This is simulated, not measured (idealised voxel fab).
process module | voxel self aligned vias
cross-section cut | 215 nm wide | cells 5 nm
A cross-section is a grid of square cells, given in bands from the top down. A band is one or more rows of cells.
Each band's line starts with the height of the band's top and of its bottom, in nm. Then come its materials from left to right, each with its width in nm. One material with "throughout" fills the band from edge to edge. "air" is empty space.
Height 0 is the level under which the wafer as received is all one material. The lowest band goes on downwards, as in "0 down".
A width such as "30 to 40" changes by the same amount from each row of cells to the next, from the band's top row to its bottom row.
"no change" after a step means that no cell of the cross-section changed.
closed voids: empty space of 8 cells or more with no open way to the top, each as width x height at its distance from the left edge, in nm
after a step's settings: what the simulator itself notes on the step
overlay nm, on a step with a mask: how far to the right of its planned place the mask lay; to the left if negative
plan
1 op RECEIVE | material Si
2 op CONFORMAL_DEP | material SiO2 | thk nm 10
3 op CONFORMAL_DEP | material SiCN | thk nm 5
4 op DIRECTIONAL_DEP | material lowk | thk nm 25
5 op PATTERN | tone open | mask id LINES | material resist | width nm 25 | pitch nm 55 | thk nm 20 | overlay nm 0
6 op DIRECTIONAL_ETCH | etch materials lowk | depth nm 25
7 op STRIP | etch materials resist
8 op CONFORMAL_DEP | material TiN | thk nm 5
9 op FILL_DEP | material W | thk nm 10
10 op CMP | height nm 40
11 op SELECTIVE_ETCH | etch materials W Ru TiN | depth nm 5
12 op FILL_DEP | material SiN | thk nm 5
13 op CMP | height nm 40
14 op DIRECTIONAL_DEP | material lowk | thk nm 20
15 op MASKED_ETCH | tone open | mask id VIAS | width nm 35 | pitch nm 110 | etch materials lowk | depth nm 20 | overlay nm 0
16 op MASKED_ETCH | tone open | mask id VIAS | width nm 35 | pitch nm 110 | etch materials SiN | depth nm 5 | overlay nm 0
17 op CONFORMAL_DEP | material TiN | thk nm 5
18 op FILL_DEP | material W | thk nm 10
19 op CMP | height nm 60
20 op CONFORMAL_DEP | material SiN | thk nm 5
first wafer, as planned
as received, after step 1
  0 down: Si throughout
  closed voids: none
after step 2
  10 to 0: SiO2 throughout
  below 0: unchanged
after step 3
  15 to 10: SiCN throughout
  below 10: unchanged
after step 4
  40 to 15: lowk throughout
  below 15: unchanged
after step 5
  60 to 40: resist 40 | air 25 | resist 30 | air 25 | resist 30 | air 25 | resist 40
  below 40: unchanged
after step 6
  60 to 40: resist 40 | air 25 | resist 30 | air 25 | resist 30 | air 25 | resist 40
  40 to 15: lowk 40 | air 25 | lowk 30 | air 25 | lowk 30 | air 25 | lowk 40
  below 15: unchanged
after step 7
  40 to 15: lowk 40 | air 25 | lowk 30 | air 25 | lowk 30 | air 25 | lowk 40
  below 15: unchanged
after step 8
  45 to 40: TiN 45 | air 15 | TiN 40 | air 15 | TiN 40 | air 15 | TiN 45
  40 to 20: lowk 40 | TiN 5 | air 15 | TiN 5 | lowk 30 | TiN 5 | air 15 | TiN 5 | lowk 30 | TiN 5 | air 15 | TiN 5 | lowk 40
  20 to 15: lowk 40 | TiN 25 | lowk 30 | TiN 25 | lowk 30 | TiN 25 | lowk 40
  below 15: unchanged
after step 9
  55 to 45: W throughout
  45 to 40: TiN 45 | W 15 | TiN 40 | W 15 | TiN 40 | W 15 | TiN 45
  40 to 20: lowk 40 | TiN 5 | W 15 | TiN 5 | lowk 30 | TiN 5 | W 15 | TiN 5 | lowk 30 | TiN 5 | W 15 | TiN 5 | lowk 40
  below 20: unchanged
after step 10
  40 to 20: lowk 40 | TiN 5 | W 15 | TiN 5 | lowk 30 | TiN 5 | W 15 | TiN 5 | lowk 30 | TiN 5 | W 15 | TiN 5 | lowk 40
  below 20: unchanged
after step 11
  40 to 35: lowk 40 | air 25 | lowk 30 | air 25 | lowk 30 | air 25 | lowk 40
  below 35: unchanged
after step 12
  45 to 40: SiN throughout
  40 to 35: lowk 40 | SiN 25 | lowk 30 | SiN 25 | lowk 30 | SiN 25 | lowk 40
  below 35: unchanged
after step 13
  40 to 35: lowk 40 | SiN 25 | lowk 30 | SiN 25 | lowk 30 | SiN 25 | lowk 40
  below 35: unchanged
after step 14
  60 to 40: lowk throughout
  below 40: unchanged
after step 15
  60 to 40: lowk 35 | air 35 | lowk 75 | air 35 | lowk 35
  below 40: unchanged
after step 16
  60 to 40: lowk 35 | air 35 | lowk 75 | air 35 | lowk 35
  40 to 35: lowk 40 | air 25 | lowk 30 | SiN 25 | lowk 30 | air 25 | lowk 40
  below 35: unchanged
after step 17
  65 to 60: TiN 40 | air 25 | TiN 85 | air 25 | TiN 40
  60 to 45: lowk 35 | TiN 5 | air 25 | TiN 5 | lowk 75 | TiN 5 | air 25 | TiN 5 | lowk 35
  45 to 40: lowk 35 | TiN 10 | air 15 | TiN 10 | lowk 75 | TiN 10 | air 15 | TiN 10 | lowk 35
  40 to 35: lowk 40 | TiN 25 | lowk 30 | SiN 25 | lowk 30 | TiN 25 | lowk 40
  below 35: unchanged
after step 18
  75 to 65: W throughout
  65 to 60: TiN 40 | W 25 | TiN 85 | W 25 | TiN 40
  60 to 45: lowk 35 | TiN 5 | W 25 | TiN 5 | lowk 75 | TiN 5 | W 25 | TiN 5 | lowk 35
  45 to 40: lowk 35 | TiN 10 | W 15 | TiN 10 | lowk 75 | TiN 10 | W 15 | TiN 10 | lowk 35
  below 40: unchanged
after step 19
  60 to 45: lowk 35 | TiN 5 | W 25 | TiN 5 | lowk 75 | TiN 5 | W 25 | TiN 5 | lowk 35
  below 45: unchanged
after step 20
  65 to 60: SiN throughout
  below 60: unchanged
second wafer: like start, like plan, one mistake. Through step 3 it matches the first wafer
when step 4 should have ended
  40 to 15: Ru throughout
  below 15: unchanged
when step 5 should have ended
  60 to 40: resist 40 | air 25 | resist 30 | air 25 | resist 30 | air 25 | resist 40
  below 40: unchanged
when step 6 should have ended: no change
when step 7 should have ended
  40 to 15: Ru throughout
  below 15: unchanged
when step 8 should have ended
  45 to 40: TiN throughout
  below 40: unchanged
when step 9 should have ended
  55 to 45: W throughout
  below 45: unchanged
when step 10 should have ended
  40 to 15: Ru throughout
  below 15: unchanged
when step 11 should have ended
  35 to 15: Ru throughout
  below 15: unchanged
when step 12 should have ended
  40 to 35: SiN throughout
  below 35: unchanged
when step 13 should have ended: no change
when step 14 should have ended
  60 to 40: lowk throughout
  below 40: unchanged
when step 15 should have ended
  60 to 40: lowk 35 | air 35 | lowk 75 | air 35 | lowk 35
  below 40: unchanged
when step 16 should have ended
  60 to 40: lowk 35 | air 35 | lowk 75 | air 35 | lowk 35
  40 to 35: SiN 35 | air 35 | SiN 75 | air 35 | SiN 35
  below 35: unchanged
when step 17 should have ended
  65 to 60: TiN 40 | air 25 | TiN 85 | air 25 | TiN 40
  60 to 40: lowk 35 | TiN 5 | air 25 | TiN 5 | lowk 75 | TiN 5 | air 25 | TiN 5 | lowk 35
  40 to 35: SiN 35 | TiN 35 | SiN 75 | TiN 35 | SiN 35
  below 35: unchanged
when step 18 should have ended
  75 to 65: W throughout
  65 to 60: TiN 40 | W 25 | TiN 85 | W 25 | TiN 40
  60 to 40: lowk 35 | TiN 5 | W 25 | TiN 5 | lowk 75 | TiN 5 | W 25 | TiN 5 | lowk 35
  below 40: unchanged
when step 19 should have ended
  60 to 40: lowk 35 | TiN 5 | W 25 | TiN 5 | lowk 75 | TiN 5 | W 25 | TiN 5 | lowk 35
  below 40: unchanged
when step 20 should have ended
  65 to 60: SiN throughout
  below 60: unchanged
what went wrong: step 4 ran as: op DIRECTIONAL_DEP | material Ru | thk nm 25
at the end the second wafer has, in cells: 172 more of Ru | 24 more of SiN | 33 fewer of TiN | 23 fewer of W | 140 fewer of lowk
